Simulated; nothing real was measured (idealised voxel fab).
You're looking at the process module voxel air gaps.
It is cross-section cut that appears here, measuring 190 nm in width, its square cells being 5 nm in size.
Cross-section = grid of square cells, listed top down in bands; band = one or more rows.
It is stipulated that each band's entry specify, in nanometres, the height of the top of the band and then that of its bottom, followed by the materials of the band in left-to-right sequence, each together with its width in nanometres. A single material marked by the word "full width" is understood to fill the band from edge to edge; the word "empty" is understood to denote empty space.
Below 0: as-received wafer, all one material; heights counted from there. Lowest band: no bottom, goes on down, written "0 -> down".
A width given as "30 to 40" starts at the first number in the band's top row and ends at the second number in its bottom row, shifting by an equal amount at every step from row to row.
Take "nothing got changed" at face value: in the step it is given for, the cross-section changed in none of its cells.
Closed empty spaces (no open way to the top) of 8 cells or more are what "Encapsulated voids" lists, each as width x height at distance from the left edge, nm for all three.
Step line, after settings: the simulator's comment on this step.
The line of a step may include "overlay nm". On a step with a mask, this value is how far to the right of its planned place the mask lay. A negative value means the mask lay to the left.

[The steps planned for the process are as follows]
1. RECEIVE (material Si)
2. CONFORMAL_DEP (material SiO2; thk nm 15)
3. CONFORMAL_DEP (material SiCN; thk nm 5)
4. DIRECTIONAL_DEP (material lowk; thk nm 35)
5. DIRECTIONAL_DEP (material aC; thk nm 15)
6. PATTERN (tone open; mask id LINES; material resist; width nm 15; pitch nm 45; thk nm 30; overlay nm 0)
7. DIRECTIONAL_ETCH (etch materials aC; depth nm 15)
8. STRIP (etch materials resist)
9. DIRECTIONAL_ETCH (etch materials lowk; depth nm 35)
10. STRIP (etch materials aC)
11. CONFORMAL_DEP (material TiN; thk nm 5)
12. FILL_DEP (material Cu; thk nm 10)
13. CMP (height nm 55)
14. EPI (material Ru; thk nm 10)
15. SELECTIVE_ETCH (etch materials lowk; depth nm 45)
16. CONFORMAL_DEP (material SiCN; thk nm 5)

[Run as planned: first of two wafers]

[Incoming wafer, cross-sectional view, post step 1]
- 0 -> down  Si full width
- Encapsulated voids: none

[Step 2 complete: cross-section through the wafer]
- 15 -> 0  SiO2 full width
- Lower than 0, everything is as it was.

[Step 3 complete: cross-section through the wafer]
- 20 -> 15  SiCN full width
- Lower than 15, everything is as it was.

[Step 4 complete: cross-section through the wafer]
- 55 -> 20  lowk full width
- Lower than 20, everything is as it was.

[Step 5 complete: cross-section through the wafer]
- 70 -> 55  aC full width
- Lower than 55, everything is as it was.

[Step 6 complete: cross-section through the wafer]
- 100 -> 70  40 of resist, 15 of empty, 30 of resist, 15 of empty, 30 of resist, 15 of empty, 45 of resist
- Lower than 70, everything is as it was.

[Step 7 complete: cross-section through the wafer]
- 85 -> 70  40 of resist, 15 of empty, 30 of resist, 15 of empty, 30 of resist, 15 of empty, 45 of resist
- 70 -> 55  40 of aC, 15 of empty, 30 of aC, 15 of empty, 30 of aC, 15 of empty, 45 of aC
- Lower than 55, everything is as it was.

[Step 8 complete: cross-section through the wafer]
- 70 -> 55  40 of aC, 15 of empty, 30 of aC, 15 of empty, 30 of aC, 15 of empty, 45 of aC
- Lower than 55, everything is as it was.

[Step 9 complete: cross-section through the wafer]
- 70 -> 55  40 of aC, 15 of empty, 30 of aC, 15 of empty, 30 of aC, 15 of empty, 45 of aC
- 55 -> 20  40 of lowk, 15 of empty, 30 of lowk, 15 of empty, 30 of lowk, 15 of empty, 45 of lowk
- Lower than 20, everything is as it was.

[Step 10 complete: cross-section through the wafer]
- 55 -> 20  40 of lowk, 15 of empty, 30 of lowk, 15 of empty, 30 of lowk, 15 of empty, 45 of lowk
- Lower than 20, everything is as it was.

[Step 11 complete: cross-section through the wafer]
- 60 -> 55  45 of TiN, 5 of empty, 40 of TiN, 5 of empty, 40 of TiN, 5 of empty, 50 of TiN
- 55 -> 25  40 of lowk, 5 of TiN, 5 of empty, 5 of TiN, 30 of lowk, 5 of TiN, 5 of empty, 5 of TiN, 30 of lowk, 5 of TiN, 5 of empty, 5 of TiN, 45 of lowk
- 25 -> 20  40 of lowk, 15 of TiN, 30 of lowk, 15 of TiN, 30 of lowk, 15 of TiN, 45 of lowk
- Lower than 20, everything is as it was.

[Step 12 complete: cross-section through the wafer]
- 70 -> 60  Cu full width
- 60 -> 55  45 of TiN, 5 of Cu, 40 of TiN, 5 of Cu, 40 of TiN, 5 of Cu, 50 of TiN
- 55 -> 25  40 of lowk, 5 of TiN, 5 of Cu, 5 of TiN, 30 of lowk, 5 of TiN, 5 of Cu, 5 of TiN, 30 of lowk, 5 of TiN, 5 of Cu, 5 of TiN, 45 of lowk
- Lower than 25, everything is as it was.

[Step 13 complete: cross-section through the wafer]
- 55 -> 25  40 of lowk, 5 of TiN, 5 of Cu, 5 of TiN, 30 of lowk, 5 of TiN, 5 of Cu, 5 of TiN, 30 of lowk, 5 of TiN, 5 of Cu, 5 of TiN, 45 of lowk
- Lower than 25, everything is as it was.

[Step 14 complete: cross-section through the wafer]
- 65 -> 55  30 of empty, 35 of Ru, 10 of empty, 35 of Ru, 10 of empty, 35 of Ru, 35 of empty
- Lower than 55, everything is as it was.

[Step 15 complete: cross-section through the wafer]
- 65 -> 55  30 of empty, 35 of Ru, 10 of empty, 35 of Ru, 10 of empty, 35 of Ru, 35 of empty
- 55 -> 25  40 of empty, 5 of TiN, 5 of Cu, 5 of TiN, 30 of empty, 5 of TiN, 5 of Cu, 5 of TiN, 30 of empty, 5 of TiN, 5 of Cu, 5 of TiN, 45 of empty
- 25 -> 20  40 of empty, 15 of TiN, 30 of empty, 15 of TiN, 30 of empty, 15 of TiN, 45 of empty
- Lower than 20, everything is as it was.

[Step 16 complete: cross-section through the wafer]
- 70 -> 65  25 of empty, 135 of SiCN, 30 of empty
- 65 -> 55  25 of empty, 5 of SiCN, 35 of Ru, 10 of SiCN, 35 of Ru, 10 of SiCN, 35 of Ru, 5 of SiCN, 30 of empty
- 55 -> 50  25 of empty, 15 of SiCN, 5 of TiN, 5 of Cu, 5 of TiN, 30 of SiCN, 5 of TiN, 5 of Cu, 5 of TiN, 30 of SiCN, 5 of TiN, 5 of Cu, 5 of TiN, 15 of SiCN, 30 of empty
- 50 -> 25  35 of empty, 5 of SiCN, 5 of TiN, 5 of Cu, 5 of TiN, 5 of SiCN, 20 of empty, 5 of SiCN, 5 of TiN, 5 of Cu, 5 of TiN, 5 of SiCN, 20 of empty, 5 of SiCN, 5 of TiN, 5 of Cu, 5 of TiN, 5 of SiCN, 40 of empty
- 25 -> 20  40 of SiCN, 15 of TiN, 30 of SiCN, 15 of TiN, 30 of SiCN, 15 of TiN, 45 of SiCN
- Lower than 20, everything is as it was.
- Encapsulated voids: 20 x 25 at 60; 20 x 25 at 105

[Wafer two. Identical start, identical plan. One mistake in execution. Identical history through step 5]

[At the planned end of step 6, the second wafer in cross-section]
- 100 -> 70  35 of resist, 15 of empty, 30 of resist, 15 of empty, 30 of resist, 15 of empty, 50 of resist
- Lower than 70, everything is as it was.

[At the planned end of step 7, the second wafer in cross-section]
- 85 -> 70  35 of resist, 15 of empty, 30 of resist, 15 of empty, 30 of resist, 15 of empty, 50 of resist
- 70 -> 55  35 of aC, 15 of empty, 30 of aC, 15 of empty, 30 of aC, 15 of empty, 50 of aC
- Lower than 55, everything is as it was.

[At the planned end of step 8, the second wafer in cross-section]
- 70 -> 55  35 of aC, 15 of empty, 30 of aC, 15 of empty, 30 of aC, 15 of empty, 50 of aC
- Lower than 55, everything is as it was.

[At the planned end of step 9, the second wafer in cross-section]
- 70 -> 55  35 of aC, 15 of empty, 30 of aC, 15 of empty, 30 of aC, 15 of empty, 50 of aC
- 55 -> 20  35 of lowk, 15 of empty, 30 of lowk, 15 of empty, 30 of lowk, 15 of empty, 50 of lowk
- Lower than 20, everything is as it was.

[At the planned end of step 10, the second wafer in cross-section]
- 55 -> 20  35 of lowk, 15 of empty, 30 of lowk, 15 of empty, 30 of lowk, 15 of empty, 50 of lowk
- Lower than 20, everything is as it was.

[At the planned end of step 11, the second wafer in cross-section]
- 60 -> 55  40 of TiN, 5 of empty, 40 of TiN, 5 of empty, 40 of TiN, 5 of empty, 55 of TiN
- 55 -> 25  35 of lowk, 5 of TiN, 5 of empty, 5 of TiN, 30 of lowk, 5 of TiN, 5 of empty, 5 of TiN, 30 of lowk, 5 of TiN, 5 of empty, 5 of TiN, 50 of lowk
- 25 -> 20  35 of lowk, 15 of TiN, 30 of lowk, 15 of TiN, 30 of lowk, 15 of TiN, 50 of lowk
- Lower than 20, everything is as it was.

[At the planned end of step 12, the second wafer in cross-section]
- 70 -> 60  Cu full width
- 60 -> 55  40 of TiN, 5 of Cu, 40 of TiN, 5 of Cu, 40 of TiN, 5 of Cu, 55 of TiN
- 55 -> 25  35 of lowk, 5 of TiN, 5 of Cu, 5 of TiN, 30 of lowk, 5 of TiN, 5 of Cu, 5 of TiN, 30 of lowk, 5 of TiN, 5 of Cu, 5 of TiN, 50 of lowk
- Lower than 25, everything is as it was.

[At the planned end of step 13, the second wafer in cross-section]
- 55 -> 25  35 of lowk, 5 of TiN, 5 of Cu, 5 of TiN, 30 of lowk, 5 of TiN, 5 of Cu, 5 of TiN, 30 of lowk, 5 of TiN, 5 of Cu, 5 of TiN, 50 of lowk
- Lower than 25, everything is as it was.

[At the planned end of step 14, the second wafer in cross-section]
- 65 -> 55  25 of empty, 35 of Ru, 10 of empty, 35 of Ru, 10 of empty, 35 of Ru, 40 of empty
- Lower than 55, everything is as it was.

[At the planned end of step 15, the second wafer in cross-section]
- 65 -> 55  25 of empty, 35 of Ru, 10 of empty, 35 of Ru, 10 of empty, 35 of Ru, 40 of empty
- 55 -> 25  35 of empty, 5 of TiN, 5 of Cu, 5 of TiN, 30 of empty, 5 of TiN, 5 of Cu, 5 of TiN, 30 of empty, 5 of TiN, 5 of Cu, 5 of TiN, 50 of empty
- 25 -> 20  35 of empty, 15 of TiN, 30 of empty, 15 of TiN, 30 of empty, 15 of TiN, 50 of empty
- Lower than 20, everything is as it was.

[At the planned end of step 16, the second wafer in cross-section]
- 70 -> 65  20 of empty, 135 of SiCN, 35 of empty
- 65 -> 55  20 of empty, 5 of SiCN, 35 of Ru, 10 of SiCN, 35 of Ru, 10 of SiCN, 35 of Ru, 5 of SiCN, 35 of empty
- 55 -> 50  20 of empty, 15 of SiCN, 5 of TiN, 5 of Cu, 5 of TiN, 30 of SiCN, 5 of TiN, 5 of Cu, 5 of TiN, 30 of SiCN, 5 of TiN, 5 of Cu, 5 of TiN, 15 of SiCN, 35 of empty
- 50 -> 25  30 of empty, 5 of SiCN, 5 of TiN, 5 of Cu, 5 of TiN, 5 of SiCN, 20 of empty, 5 of SiCN, 5 of TiN, 5 of Cu, 5 of TiN, 5 of SiCN, 20 of empty, 5 of SiCN, 5 of TiN, 5 of Cu, 5 of TiN, 5 of SiCN, 45 of empty
- 25 -> 20  35 of SiCN, 15 of TiN, 30 of SiCN, 15 of TiN, 30 of SiCN, 15 of TiN, 50 of SiCN
- Lower than 20, everything is as it was.
- Encapsulated voids: 20 x 25 at 55; 20 x 25 at 100
Want to know what went wrong? step 6 did not happen as planned, as run it was PATTERN (tone open; mask id LINES; material resist; width nm 15; pitch nm 45; thk nm 30; overlay nm -5)
Matching per-material cell counts, mismatched positions: that is how the second wafer compares with the first at the end.
